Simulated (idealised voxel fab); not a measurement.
Process module, titled voxel ribs on slabs
Displayed cross-section: cut, width of 255 nm, square cells sized 5 nm.
Reading order for cross-sections: top band down to bottom band. Underlying form: a grid of square cells. Band size: one or more rows of cells. Quick guide to a band line: top height, bottom height (nm) up front; then every material left to right with its width in nm. Only one material and it's marked "full width"? Then it fills the band edge to edge. And "blank" just means empty space. The level at which height equals 0 is the one under which the wafer, as it arrives, is entirely one material. No lower edge exists for the bottom band, which continues downward and is notated as in "0 nm and below". A width such as "30..40" changes by the same amount from each row of cells to the next, from the band's top row to its bottom row. "no alteration", as given for a step, is the statement that not any cell of the cross-section underwent a change during that step. The list in "Closed void list" covers empty spaces of 8 cells or more that cannot reach the top through any open way, and it gives each as width x height at distance; the distance is from the left edge, and width, height and distance are in nm. What comes after the settings on a step's line is commentary from the simulator itself on that step. overlay nm: right-of-plan distance of the mask on a masked step; negative values mean left-of-plan. Note on reading: below, each pair holds a cross-section from before one process step and one from after it; the one from after shows only down to the lowest band that changed. Beneath the pair, the step in between is stated along with its settings. The pairs can stem from different runs of this module on the same starting wafer. Where a pair's entry headed "Before the process" says so, and only there, that pair continues from the pair above it.

Before the process
	0 nm and below = Si full width
	Closed void list: none

Post-Step Appearance
	30 nm to 0 nm = SiO2 full width
	Below 0, the layers are the same as they were.
	Closed void list: none
Process step (between the before and after cross-sections above): op DIRECTIONAL_DEP | material SiO2 | thk nm 30

Before the process: For the state before this step, see the after cross-section of the pair located directly above.

Post-Step Appearance
	45 nm to 30 nm = SiN full width
	Below 30, the layers are the same as they were.
	Closed void list: none
Process step (between the before and after cross-sections above): op DIRECTIONAL_DEP | material SiN | thk nm 15

Before the process: For the state before this step, see the after cross-section of the pair located directly above.

Post-Step Appearance
	45 nm to 40 nm = blank=115; SiN=20; blank=120
	Below 40, the layers are the same as they were.
	Closed void list: none
Process step (between the before and after cross-sections above): op MASKED_ETCH | tone cover | mask id RIB | width nm 20 | etch materials SiN | depth nm 5 | overlay nm 0

Before the process: For the state before this step, see the after cross-section of the pair located directly above.

Post-Step Appearance
	65 nm to 45 nm = blank=90; resist=70; blank=95
	45 nm to 40 nm = blank=90; resist=25; SiN=20; resist=25; blank=95
	Below 40, the layers are the same as they were.
	Closed void list: none
Process step (between the before and after cross-sections above): op PATTERN | tone cover | mask id SLAB | material resist | width nm 70 | thk nm 20 | overlay nm 0

Before the process: For the state before this step, see the after cross-section of the pair located directly above.

Post-Step Appearance
	65 nm to 45 nm = blank=90; resist=70; blank=95
	45 nm to 40 nm = blank=90; resist=25; SiN=20; resist=25; blank=95
	40 nm to 30 nm = blank=90; SiN=70; blank=95
	Below 30, the layers are the same as they were.
	Closed void list: none
Process step (between the before and after cross-sections above): op DIRECTIONAL_ETCH | etch materials SiN | depth nm 10

Before the process: For the state before this step, see the after cross-section of the pair located directly above.

Post-Step Appearance
	45 nm to 40 nm = blank=115; SiN=20; blank=120
	Below 40, the layers are the same as they were.
	Closed void list: none
Process step (between the before and after cross-sections above): op STRIP | etch materials resist

Before the process: For the state before this step, see the after cross-section of the pair located directly above.

Post-Step Appearance
	70 nm to 45 nm = SiO2 full width
	45 nm to 40 nm = SiO2=115; SiN=20; SiO2=120
	40 nm to 30 nm = SiO2=90; SiN=70; SiO2=95
	Below 30, the layers are the same as they were.
	Closed void list: none
Process step (between the before and after cross-sections above): op FILL_DEP | material SiO2 | thk nm 25

Before the process: For the state before this step, see the after cross-section of the pair located directly above.

Post-Step Appearance
	60 nm to 45 nm = SiO2 full width
	Below 45, the layers are the same as they were.
	Closed void list: none
Process step (between the before and after cross-sections above): op CMP | height nm 60

Before the process: For the state before this step, see the after cross-section of the pair located directly above.

Post-Step Appearance
	70 nm to 60 nm = W full width
	Below 60, the layers are the same as they were.
	Closed void list: none
Process step (between the before and after cross-sections above): op DIRECTIONAL_DEP | material W | thk nm 10

Before the process: For the state before this step, see the after cross-section of the pair located directly above.

Post-Step Appearance
	85 nm to 70 nm = aC full width
	Below 70, the layers are the same as they were.
	Closed void list: none
Process step (between the before and after cross-sections above): op DIRECTIONAL_DEP | material aC | thk nm 15

Before the process: For the state before this step, see the after cross-section of the pair located directly above.

Post-Step Appearance
	120 nm to 85 nm = blank=110; resist=30; blank=115
	Below 85, the layers are the same as they were.
	Closed void list: none
Process step (between the before and after cross-sections above): op PATTERN | tone cover | mask id HEATER | material resist | width nm 30 | thk nm 35 | overlay nm 0

Before the process: For the state before this step, see the after cross-section of the pair located directly above.

Post-Step Appearance
	105 nm to 85 nm = blank=110; resist=30; blank=115
	85 nm to 70 nm = blank=110; aC=30; blank=115
	Below 70, the layers are the same as they were.
	Closed void list: none
Process step (between the before and after cross-sections above): op DIRECTIONAL_ETCH | etch materials aC | depth nm 15

Before the process: For the state before this step, see the after cross-section of the pair located directly above.

Post-Step Appearance
	85 nm to 70 nm = blank=110; aC=30; blank=115
	Below 70, the layers are the same as they were.
	Closed void list: none
Process step (between the before and after cross-sections above): op STRIP | etch materials resist

Before the process: For the state before this step, see the after cross-section of the pair located directly above.

Post-Step Appearance
	85 nm to 70 nm = blank=110; aC=30; blank=115
	70 nm to 60 nm = blank=110; W=30; blank=115
	Below 60, the layers are the same as they were.
	Closed void list: none
Process step (between the before and after cross-sections above): op DIRECTIONAL_ETCH | etch materials W | depth nm 10

Before the process: For the state before this step, see the after cross-section of the pair located directly above.

Post-Step Appearance
	70 nm to 60 nm = blank=110; W=30; blank=115
	Below 60, the layers are the same as they were.
	Closed void list: none
Process step (between the before and after cross-sections above): op STRIP | etch materials aC

Before the process: For the state before this step, see the after cross-section of the pair located directly above.

Post-Step Appearance
	75 nm to 70 nm = blank=105; SiO2=40; blank=110
	70 nm to 65 nm = blank=105; SiO2=5; W=30; SiO2=5; blank=110
	65 nm to 60 nm = SiO2=110; W=30; SiO2=115
	Below 60, the layers are the same as they were.
	Closed void list: none
Process step (between the before and after cross-sections above): op CONFORMAL_DEP | material SiO2 | thk nm 5

Before the process
	45 nm to 30 nm = SiN full width
	30 nm to 0 nm = SiO2 full width
	0 nm and below = Si full width
	Closed void list: none

Post-Step Appearance
	60 nm to 30 nm = SiN full width
	Below 30, the layers are the same as they were.
	Closed void list: none
Process step (between the before and after cross-sections above): op DIRECTIONAL_DEP | material SiN | thk nm 15

Before the process: For the state before this step, see the after cross-section of the pair located directly above.

Post-Step Appearance
	60 nm to 55 nm = blank=115; SiN=20; blank=120
	Below 55, the layers are the same as they were.
	Closed void list: none
Process step (between the before and after cross-sections above): op MASKED_ETCH | tone cover | mask id RIB | width nm 20 | etch materials SiN | depth nm 5 | overlay nm 0

Before the process: For the state before this step, see the after cross-section of the pair located directly above.

Post-Step Appearance
	80 nm to 60 nm = blank=90; resist=70; blank=95
	60 nm to 55 nm = blank=90; resist=25; SiN=20; resist=25; blank=95
	Below 55, the layers are the same as they were.
	Closed void list: none
Process step (between the before and after cross-sections above): op PATTERN | tone cover | mask id SLAB | material resist | width nm 70 | thk nm 20 | overlay nm 0

Before the process: For the state before this step, see the after cross-section of the pair located directly above.

Post-Step Appearance
	80 nm to 60 nm = blank=90; resist=70; blank=95
	60 nm to 55 nm = blank=90; resist=25; SiN=20; resist=25; blank=95
	55 nm to 45 nm = blank=90; SiN=70; blank=95
	Below 45, the layers are the same as they were.
	Closed void list: none
Process step (between the before and after cross-sections above): op DIRECTIONAL_ETCH | etch materials SiN | depth nm 10

Before the process: For the state before this step, see the after cross-section of the pair located directly above.

Post-Step Appearance
	60 nm to 55 nm = blank=115; SiN=20; blank=120
	Below 55, the layers are the same as they were.
	Closed void list: none
Process step (between the before and after cross-sections above): op STRIP | etch materials resist

Before the process: For the state before this step, see the after cross-section of the pair located directly above.

Post-Step Appearance
	85 nm to 60 nm = SiO2 full width
	60 nm to 55 nm = SiO2=115; SiN=20; SiO2=120
	55 nm to 45 nm = SiO2=90; SiN=70; SiO2=95
	Below 45, the layers are the same as they were.
	Closed void list: none
Process step (between the before and after cross-sections above): op FILL_DEP | material SiO2 | thk nm 25

Before the process: For the state before this step, see the after cross-section of the pair located directly above.

Post-Step Appearance
	60 nm to 55 nm = SiO2=115; SiN=20; SiO2=120
	Below 55, the layers are the same as they were.
	Closed void list: none
Process step (between the before and after cross-sections above): op CMP | height nm 60

Before the process: For the state before this step, see the after cross-section of the pair located directly above.

Post-Step Appearance
	70 nm to 60 nm = W full width
	Below 60, the layers are the same as they were.
	Closed void list: none
Process step (between the before and after cross-sections above): op DIRECTIONAL_DEP | material W | thk nm 10

Before the process: For the state before this step, see the after cross-section of the pair located directly above.

Post-Step Appearance
	85 nm to 70 nm = aC full width
	Below 70, the layers are the same as they were.
	Closed void list: none
Process step (between the before and after cross-sections above): op DIRECTIONAL_DEP | material aC | thk nm 15

Before the process: For the state before this step, see the after cross-section of the pair located directly above.

Post-Step Appearance
	120 nm to 85 nm = blank=110; resist=30; blank=115
	Below 85, the layers are the same as they were.
	Closed void list: none
Process step (between the before and after cross-sections above): op PATTERN | tone cover | mask id HEATER | material resist | width nm 30 | thk nm 35 | overlay nm 0

Before the process: For the state before this step, see the after cross-section of the pair located directly above.

Post-Step Appearance
	105 nm to 85 nm = blank=110; resist=30; blank=115
	85 nm to 70 nm = blank=110; aC=30; blank=115
	Below 70, the layers are the same as they were.
	Closed void list: none
Process step (between the before and after cross-sections above): op DIRECTIONAL_ETCH | etch materials aC | depth nm 15

Before the process: For the state before this step, see the after cross-section of the pair located directly above.

Post-Step Appearance
	85 nm to 70 nm = blank=110; aC=30; blank=115
	Below 70, the layers are the same as they were.
	Closed void list: none
Process step (between the before and after cross-sections above): op STRIP | etch materials resist

Before the process: For the state before this step, see the after cross-section of the pair located directly above.

Post-Step Appearance
	85 nm to 70 nm = blank=110; aC=30; blank=115
	70 nm to 60 nm = blank=110; W=30; blank=115
	Below 60, the layers are the same as they were.
	Closed void list: none
Process step (between the before and after cross-sections above): op DIRECTIONAL_ETCH | etch materials W | depth nm 10

Before the process: For the state before this step, see the after cross-section of the pair located directly above.

Post-Step Appearance
	70 nm to 60 nm = blank=110; W=30; blank=115
	Below 60, the layers are the same as they were.
	Closed void list: none
Process step (between the before and after cross-sections above): op STRIP | etch materials aC

Before the process: For the state before this step, see the after cross-section of the pair located directly above.

Post-Step Appearance
	75 nm to 70 nm = blank=105; SiO2=40; blank=110
	70 nm to 65 nm = blank=105; SiO2=5; W=30; SiO2=5; blank=110
	65 nm to 60 nm = SiO2=110; W=30; SiO2=115
	Below 60, the layers are the same as they were.
	Closed void list: none
Process step (between the before and after cross-sections above): op CONFORMAL_DEP | material SiO2 | thk nm 5

Before the process
	0 nm and below = Si full width
	Closed void list: none

Post-Step Appearance
	15 nm to 0 nm = SiN full width
	Below 0, the layers are the same as they were.
	Closed void list: none
Process step (between the before and after cross-sections above): op DIRECTIONAL_DEP | material SiN | thk nm 15

Before the process: For the state before this step, see the after cross-section of the pair located directly above.

Post-Step Appearance
	45 nm to 15 nm = SiO2 full width
	Below 15, the layers are the same as they were.
	Closed void list: none
Process step (between the before and after cross-sections above): op DIRECTIONAL_DEP | material SiO2 | thk nm 30

Before the process: For the state before this step, see the after cross-section of the pair located directly above.

Post-Step Appearance
	65 nm to 45 nm = blank=90; resist=70; blank=95
	Below 45, the layers are the same as they were.
	Closed void list: none
Process step (between the before and after cross-sections above): op PATTERN | tone cover | mask id SLAB | material resist | width nm 70 | thk nm 20 | overlay nm 0

Before the process: For the state before this step, see the after cross-section of the pair located directly above.

Post-Step Appearance
	45 nm to 15 nm = SiO2 full width
	Below 15, the layers are the same as they were.
	Closed void list: none
Process step (between the before and after cross-sections above): op STRIP | etch materials resist

Before the process: For the state before this step, see the after cross-section of the pair located directly above.

Post-Step Appearance
	70 nm to 15 nm = SiO2 full width
	Below 15, the layers are the same as they were.
	Closed void list: none
Process step (between the before and after cross-sections above): op FILL_DEP | material SiO2 | thk nm 25

Before the process: For the state before this step, see the after cross-section of the pair located directly above.

Post-Step Appearance
	60 nm to 15 nm = SiO2 full width
	Below 15, the layers are the same as they were.
	Closed void list: none
Process step (between the before and after cross-sections above): op CMP | height nm 60

Before the process: For the state before this step, see the after cross-section of the pair located directly above.

Post-Step Appearance
	70 nm to 60 nm = W full width
	Below 60, the layers are the same as they were.
	Closed void list: none
Process step (between the before and after cross-sections above): op DIRECTIONAL_DEP | material W | thk nm 10

Before the process: For the state before this step, see the after cross-section of the pair located directly above.

Post-Step Appearance
	85 nm to 70 nm = aC full width
	Below 70, the layers are the same as they were.
	Closed void list: none
Process step (between the before and after cross-sections above): op DIRECTIONAL_DEP | material aC | thk nm 15

Before the process: For the state before this step, see the after cross-section of the pair located directly above.

Post-Step Appearance
	120 nm to 85 nm = blank=110; resist=30; blank=115
	Below 85, the layers are the same as they were.
	Closed void list: none
Process step (between the before and after cross-sections above): op PATTERN | tone cover | mask id HEATER | material resist | width nm 30 | thk nm 35 | overlay nm 0

Before the process: For the state before this step, see the after cross-section of the pair located directly above.

Post-Step Appearance
	105 nm to 85 nm = blank=110; resist=30; blank=115
	85 nm to 70 nm = blank=110; aC=30; blank=115
	Below 70, the layers are the same as they were.
	Closed void list: none
Process step (between the before and after cross-sections above): op DIRECTIONAL_ETCH | etch materials aC | depth nm 15

Before the process: For the state before this step, see the after cross-section of the pair located directly above.

Post-Step Appearance
	85 nm to 70 nm = blank=110; aC=30; blank=115
	Below 70, the layers are the same as they were.
	Closed void list: none
Process step (between the before and after cross-sections above): op STRIP | etch materials resist

Before the process: For the state before this step, see the after cross-section of the pair located directly above.

Post-Step Appearance
	85 nm to 70 nm = blank=110; aC=30; blank=115
	70 nm to 60 nm = blank=110; W=30; blank=115
	Below 60, the layers are the same as they were.
	Closed void list: none
Process step (between the before and after cross-sections above): op DIRECTIONAL_ETCH | etch materials W | depth nm 10

Before the process: For the state before this step, see the after cross-section of the pair located directly above.

Post-Step Appearance
	70 nm to 60 nm = blank=110; W=30; blank=115
	Below 60, the layers are the same as they were.
	Closed void list: none
Process step (between the before and after cross-sections above): op STRIP | etch materials aC

Before the process: For the state before this step, see the after cross-section of the pair located directly above.

Post-Step Appearance
	75 nm to 70 nm = blank=105; SiO2=40; blank=110
	70 nm to 65 nm = blank=105; SiO2=5; W=30; SiO2=5; blank=110
	65 nm to 60 nm = SiO2=110; W=30; SiO2=115
	Below 60, the layers are the same as they were.
	Closed void list: none
Process step (between the before and after cross-sections above): op CONFORMAL_DEP | material SiO2 | thk nm 5

Before the process
	60 nm to 45 nm = SiO2 full width
	45 nm to 40 nm = SiO2=115; SiN=20; SiO2=120
	40 nm to 30 nm = SiO2=90; SiN=70; SiO2=95
	30 nm to 0 nm = SiO2 full width
	0 nm and below = Si full width
	Closed void list: none

Post-Step Appearance
	65 nm to 60 nm = W full width
	Below 60, the layers are the same as they were.
	Closed void list: none
Process step (between the before and after cross-sections above): op DIRECTIONAL_DEP | material W | thk nm 5

Before the process: For the state before this step, see the after cross-section of the pair located directly above.

Post-Step Appearance
	80 nm to 65 nm = aC full width
	Below 65, the layers are the same as they were.
	Closed void list: none
Process step (between the before and after cross-sections above): op DIRECTIONAL_DEP | material aC | thk nm 15

Before the process: For the state before this step, see the after cross-section of the pair located directly above.

Post-Step Appearance
	115 nm to 80 nm = blank=110; resist=30; blank=115
	Below 80, the layers are the same as they were.
	Closed void list: none
Process step (between the before and after cross-sections above): op PATTERN | tone cover | mask id HEATER | material resist | width nm 30 | thk nm 35 | overlay nm 0

Before the process: For the state before this step, see the after cross-section of the pair located directly above.

Post-Step Appearance
	100 nm to 80 nm = blank=110; resist=30; blank=115
	80 nm to 65 nm = blank=110; aC=30; blank=115
	Below 65, the layers are the same as they were.
	Closed void list: none
Process step (between the before and after cross-sections above): op DIRECTIONAL_ETCH | etch materials aC | depth nm 15

Before the process: For the state before this step, see the after cross-section of the pair located directly above.

Post-Step Appearance
	80 nm to 65 nm = blank=110; aC=30; blank=115
	Below 65, the layers are the same as they were.
	Closed void list: none
Process step (between the before and after cross-sections above): op STRIP | etch materials resist

Before the process: For the state before this step, see the after cross-section of the pair located directly above.

Post-Step Appearance
	80 nm to 65 nm = blank=110; aC=30; blank=115
	65 nm to 60 nm = blank=110; W=30; blank=115
	Below 60, the layers are the same as they were.
	Closed void list: none
Process step (between the before and after cross-sections above): op DIRECTIONAL_ETCH | etch materials W | depth nm 10

Before the process: For the state before this step, see the after cross-section of the pair located directly above.

Post-Step Appearance
	65 nm to 60 nm = blank=110; W=30; blank=115
	Below 60, the layers are the same as they were.
	Closed void list: none
Process step (between the before and after cross-sections above): op STRIP | etch materials aC

Before the process: For the state before this step, see the after cross-section of the pair located directly above.

Post-Step Appearance
	70 nm to 65 nm = blank=105; SiO2=40; blank=110
	65 nm to 60 nm = SiO2=110; W=30; SiO2=115
	Below 60, the layers are the same as they were.
	Closed void list: none
Process step (between the before and after cross-sections above): op CONFORMAL_DEP | material SiO2 | thk nm 5

Before the process
	45 nm to 40 nm = blank=115; SiN=20; blank=120
	40 nm to 30 nm = SiN full width
	30 nm to 0 nm = SiO2 full width
	0 nm and below = Si full width
	Closed void list: none

Post-Step Appearance
	65 nm to 45 nm = blank=90; resist=75; blank=90
	45 nm to 40 nm = blank=90; resist=25; SiN=20; resist=30; blank=90
	Below 40, the layers are the same as they were.
	Closed void list: none
Process step (between the before and after cross-sections above): op PATTERN | tone cover | mask id SLAB | material resist | width nm 75 | thk nm 20 | overlay nm 0

Before the process: For the state before this step, see the after cross-section of the pair located directly above.

Post-Step Appearance
	65 nm to 45 nm = blank=90; resist=75; blank=90
	45 nm to 40 nm = blank=90; resist=25; SiN=20; resist=30; blank=90
	40 nm to 30 nm = blank=90; SiN=75; blank=90
	Below 30, the layers are the same as they were.
	Closed void list: none
Process step (between the before and after cross-sections above): op DIRECTIONAL_ETCH | etch materials SiN | depth nm 10

Before the process: For the state before this step, see the after cross-section of the pair located directly above.

Post-Step Appearance
	45 nm to 40 nm = blank=115; SiN=20; blank=120
	Below 40, the layers are the same as they were.
	Closed void list: none
Process step (between the before and after cross-sections above): op STRIP | etch materials resist

Before the process: For the state before this step, see the after cross-section of the pair located directly above.

Post-Step Appearance
	70 nm to 45 nm = SiO2 full width
	45 nm to 40 nm = SiO2=115; SiN=20; SiO2=120
	40 nm to 30 nm = SiO2=90; SiN=75; SiO2=90
	Below 30, the layers are the same as they were.
	Closed void list: none
Process step (between the before and after cross-sections above): op FILL_DEP | material SiO2 | thk nm 25

Before the process: For the state before this step, see the after cross-section of the pair located directly above.

Post-Step Appearance
	60 nm to 45 nm = SiO2 full width
	Below 45, the layers are the same as they were.
	Closed void list: none
Process step (between the before and after cross-sections above): op CMP | height nm 60

Before the process: For the state before this step, see the after cross-section of the pair located directly above.

Post-Step Appearance
	70 nm to 60 nm = W full width
	Below 60, the layers are the same as they were.
	Closed void list: none
Process step (between the before and after cross-sections above): op DIRECTIONAL_DEP | material W | thk nm 10

Before the process: For the state before this step, see the after cross-section of the pair located directly above.

Post-Step Appearance
	85 nm to 70 nm = aC full width
	Below 70, the layers are the same as they were.
	Closed void list: none
Process step (between the before and after cross-sections above): op DIRECTIONAL_DEP | material aC | thk nm 15

Before the process: For the state before this step, see the after cross-section of the pair located directly above.

Post-Step Appearance
	120 nm to 85 nm = blank=110; resist=30; blank=115
	Below 85, the layers are the same as they were.
	Closed void list: none
Process step (between the before and after cross-sections above): op PATTERN | tone cover | mask id HEATER | material resist | width nm 30 | thk nm 35 | overlay nm 0

Before the process: For the state before this step, see the after cross-section of the pair located directly above.

Post-Step Appearance
	105 nm to 85 nm = blank=110; resist=30; blank=115
	85 nm to 70 nm = blank=110; aC=30; blank=115
	Below 70, the layers are the same as they were.
	Closed void list: none
Process step (between the before and after cross-sections above): op DIRECTIONAL_ETCH | etch materials aC | depth nm 15

Before the process: For the state before this step, see the after cross-section of the pair located directly above.

Post-Step Appearance
	85 nm to 70 nm = blank=110; aC=30; blank=115
	Below 70, the layers are the same as they were.
	Closed void list: none
Process step (between the before and after cross-sections above): op STRIP | etch materials resist

Before the process: For the state before this step, see the after cross-section of the pair located directly above.

Post-Step Appearance
	85 nm to 70 nm = blank=110; aC=30; blank=115
	70 nm to 60 nm = blank=110; W=30; blank=115
	Below 60, the layers are the same as they were.
	Closed void list: none
Process step (between the before and after cross-sections above): op DIRECTIONAL_ETCH | etch materials W | depth nm 10

Before the process: For the state before this step, see the after cross-section of the pair located directly above.

Post-Step Appearance
	70 nm to 60 nm = blank=110; W=30; blank=115
	Below 60, the layers are the same as they were.
	Closed void list: none
Process step (between the before and after cross-sections above): op STRIP | etch materials aC

Before the process: For the state before this step, see the after cross-section of the pair located directly above.

Post-Step Appearance
	75 nm to 70 nm = blank=105; SiO2=40; blank=110
	70 nm to 65 nm = blank=105; SiO2=5; W=30; SiO2=5; blank=110
	65 nm to 60 nm = SiO2=110; W=30; SiO2=115
	Below 60, the layers are the same as they were.
	Closed void list: none
Process step (between the before and after cross-sections above): op CONFORMAL_DEP | material SiO2 | thk nm 5

Before the process
	45 nm to 40 nm = blank=115; SiN=20; blank=120
	40 nm to 30 nm = SiN full width
	30 nm to 0 nm = SiO2 full width
	0 nm and below = Si full width
	Closed void list: none

Post-Step Appearance
	65 nm to 45 nm = blank=95; resist=70; blank=90
	45 nm to 40 nm = blank=95; resist=20; SiN=20; resist=30; blank=90
	Below 40, the layers are the same as they were.
	Closed void list: none
Process step (between the before and after cross-sections above): op PATTERN | tone cover | mask id SLAB | material resist | width nm 70 | thk nm 20 | overlay nm 5

Before the process: For the state before this step, see the after cross-section of the pair located directly above.

Post-Step Appearance
	65 nm to 45 nm = blank=95; resist=70; blank=90
	45 nm to 40 nm = blank=95; resist=20; SiN=20; resist=30; blank=90
	40 nm to 30 nm = blank=95; SiN=70; blank=90
	Below 30, the layers are the same as they were.
	Closed void list: none
Process step (between the before and after cross-sections above): op DIRECTIONAL_ETCH | etch materials SiN | depth nm 10

Before the process: For the state before this step, see the after cross-section of the pair located directly above.

Post-Step Appearance
	45 nm to 40 nm = blank=115; SiN=20; blank=120
	Below 40, the layers are the same as they were.
	Closed void list: none
Process step (between the before and after cross-sections above): op STRIP | etch materials resist

Before the process: For the state before this step, see the after cross-section of the pair located directly above.

Post-Step Appearance
	70 nm to 45 nm = SiO2 full width
	45 nm to 40 nm = SiO2=115; SiN=20; SiO2=120
	40 nm to 30 nm = SiO2=95; SiN=70; SiO2=90
	Below 30, the layers are the same as they were.
	Closed void list: none
Process step (between the before and after cross-sections above): op FILL_DEP | material SiO2 | thk nm 25

Before the process: For the state before this step, see the after cross-section of the pair located directly above.

Post-Step Appearance
	60 nm to 45 nm = SiO2 full width
	Below 45, the layers are the same as they were.
	Closed void list: none
Process step (between the before and after cross-sections above): op CMP | height nm 60

Before the process: For the state before this step, see the after cross-section of the pair located directly above.

Post-Step Appearance
	70 nm to 60 nm = W full width
	Below 60, the layers are the same as they were.
	Closed void list: none
Process step (between the before and after cross-sections above): op DIRECTIONAL_DEP | material W | thk nm 10

Before the process: For the state before this step, see the after cross-section of the pair located directly above.

Post-Step Appearance
	85 nm to 70 nm = aC full width
	Below 70, the layers are the same as they were.
	Closed void list: none
Process step (between the before and after cross-sections above): op DIRECTIONAL_DEP | material aC | thk nm 15

Before the process: For the state before this step, see the after cross-section of the pair located directly above.

Post-Step Appearance
	120 nm to 85 nm = blank=110; resist=30; blank=115
	Below 85, the layers are the same as they were.
	Closed void list: none
Process step (between the before and after cross-sections above): op PATTERN | tone cover | mask id HEATER | material resist | width nm 30 | thk nm 35 | overlay nm 0

Before the process: For the state before this step, see the after cross-section of the pair located directly above.

Post-Step Appearance
	105 nm to 85 nm = blank=110; resist=30; blank=115
	85 nm to 70 nm = blank=110; aC=30; blank=115
	Below 70, the layers are the same as they were.
	Closed void list: none
Process step (between the before and after cross-sections above): op DIRECTIONAL_ETCH | etch materials aC | depth nm 15

Before the process: For the state before this step, see the after cross-section of the pair located directly above.

Post-Step Appearance
	85 nm to 70 nm = blank=110; aC=30; blank=115
	Below 70, the layers are the same as they were.
	Closed void list: none
Process step (between the before and after cross-sections above): op STRIP | etch materials resist

Before the process: For the state before this step, see the after cross-section of the pair located directly above.

Post-Step Appearance
	85 nm to 70 nm = blank=110; aC=30; blank=115
	70 nm to 60 nm = blank=110; W=30; blank=115
	Below 60, the layers are the same as they were.
	Closed void list: none
Process step (between the before and after cross-sections above): op DIRECTIONAL_ETCH | etch materials W | depth nm 10

Before the process: For the state before this step, see the after cross-section of the pair located directly above.

Post-Step Appearance
	70 nm to 60 nm = blank=110; W=30; blank=115
	Below 60, the layers are the same as they were.
	Closed void list: none
Process step (between the before and after cross-sections above): op STRIP | etch materials aC

Before the process: For the state before this step, see the after cross-section of the pair located directly above.

Post-Step Appearance
	75 nm to 70 nm = blank=105; SiO2=40; blank=110
	70 nm to 65 nm = blank=105; SiO2=5; W=30; SiO2=5; blank=110
	65 nm to 60 nm = SiO2=110; W=30; SiO2=115
	Below 60, the layers are the same as they were.
	Closed void list: none
Process step (between the before and after cross-sections above): op CONFORMAL_DEP | material SiO2 | thk nm 5

Before the process
	70 nm to 60 nm = W full width
	60 nm to 45 nm = SiO2 full width
	45 nm to 40 nm = SiO2=115; SiN=20; SiO2=120
	40 nm to 30 nm = SiO2=90; SiN=70; SiO2=95
	30 nm to 0 nm = SiO2 full width
	0 nm and below = Si full width
	Closed void list: none

Post-Step Appearance
	85 nm to 60 nm = W full width
	Below 60, the layers are the same as they were.
	Closed void list: none
Process step (between the before and after cross-sections above): op DIRECTIONAL_DEP | material W | thk nm 15

Before the process: For the state before this step, see the after cross-section of the pair located directly above.

Post-Step Appearance
	120 nm to 85 nm = blank=110; resist=30; blank=115
	Below 85, the layers are the same as they were.
	Closed void list: none
Process step (between the before and after cross-sections above): op PATTERN | tone cover | mask id HEATER | material resist | width nm 30 | thk nm 35 | overlay nm 0

Before the process: For the state before this step, see the after cross-section of the pair located directly above.

Post-Step Appearance
	105 nm to 85 nm = blank=110; resist=30; blank=115
	Below 85, the layers are the same as they were.
	Closed void list: none
Process step (between the before and after cross-sections above): op DIRECTIONAL_ETCH | etch materials aC | depth nm 15

Before the process: For the state before this step, see the after cross-section of the pair located directly above.

Post-Step Appearance
	85 nm to 60 nm = W full width
	Below 60, the layers are the same as they were.
	Closed void list: none
Process step (between the before and after cross-sections above): op STRIP | etch materials resist

Before the process: For the state before this step, see the after cross-section of the pair located directly above.

Post-Step Appearance
	75 nm to 60 nm = W full width
	Below 60, the layers are the same as they were.
	Closed void list: none
Process step (between the before and after cross-sections above): op DIRECTIONAL_ETCH | etch materials W | depth nm 10

Before the process: For the state before this step, see the after cross-section of the pair located directly above.

Post-Step Appearance
	80 nm to 75 nm = SiO2 full width
	Below 75, the layers are the same as they were.
	Closed void list: none
Process step (between the before and after cross-sections above): op CONFORMAL_DEP | material SiO2 | thk nm 5

Before the process
	85 nm to 70 nm = aC full width
	70 nm to 60 nm = W full width
	60 nm to 45 nm = SiO2 full width
	45 nm to 40 nm = SiO2=115; SiN=20; SiO2=120
	40 nm to 30 nm = SiO2=90; SiN=70; SiO2=95
	30 nm to 0 nm = SiO2 full width
	0 nm and below = Si full width
	Closed void list: none

Post-Step Appearance
	120 nm to 85 nm = resist=110; blank=30; resist=115
	Below 85, the layers are the same as they were.
	Closed void list: none
Process step (between the before and after cross-sections above): op PATTERN | tone open | mask id HEATER | material resist | width nm 30 | thk nm 35 | overlay nm 0

Before the process: For the state before this step, see the after cross-section of the pair located directly above.

Post-Step Appearance
	105 nm to 85 nm = resist=110; blank=30; resist=115
	85 nm to 70 nm = aC=110; blank=30; aC=115
	Below 70, the layers are the same as they were.
	Closed void list: none
Process step (between the before and after cross-sections above): op DIRECTIONAL_ETCH | etch materials aC | depth nm 15

Before the process: For the state before this step, see the after cross-section of the pair located directly above.

Post-Step Appearance
	85 nm to 70 nm = aC=110; blank=30; aC=115
	Below 70, the layers are the same as they were.
	Closed void list: none
Process step (between the before and after cross-sections above): op STRIP | etch materials resist

Before the process: For the state before this step, see the after cross-section of the pair located directly above.

Post-Step Appearance
	85 nm to 70 nm = aC=110; blank=30; aC=115
	70 nm to 60 nm = W=110; blank=30; W=115
	Below 60, the layers are the same as they were.
	Closed void list: none
Process step (between the before and after cross-sections above): op DIRECTIONAL_ETCH | etch materials W | depth nm 10

Before the process: For the state before this step, see the after cross-section of the pair located directly above.

Post-Step Appearance
	70 nm to 60 nm = W=110; blank=30; W=115
	Below 60, the layers are the same as they were.
	Closed void list: none
Process step (between the before and after cross-sections above): op STRIP | etch materials aC

Before the process: For the state before this step, see the after cross-section of the pair located directly above.

Post-Step Appearance
	75 nm to 70 nm = SiO2=115; blank=20; SiO2=120
	70 nm to 65 nm = W=110; SiO2=5; blank=20; SiO2=5; W=115
	65 nm to 60 nm = W=110; SiO2=30; W=115
	Below 60, the layers are the same as they were.
	Closed void list: none
Process step (between the before and after cross-sections above): op CONFORMAL_DEP | material SiO2 | thk nm 5
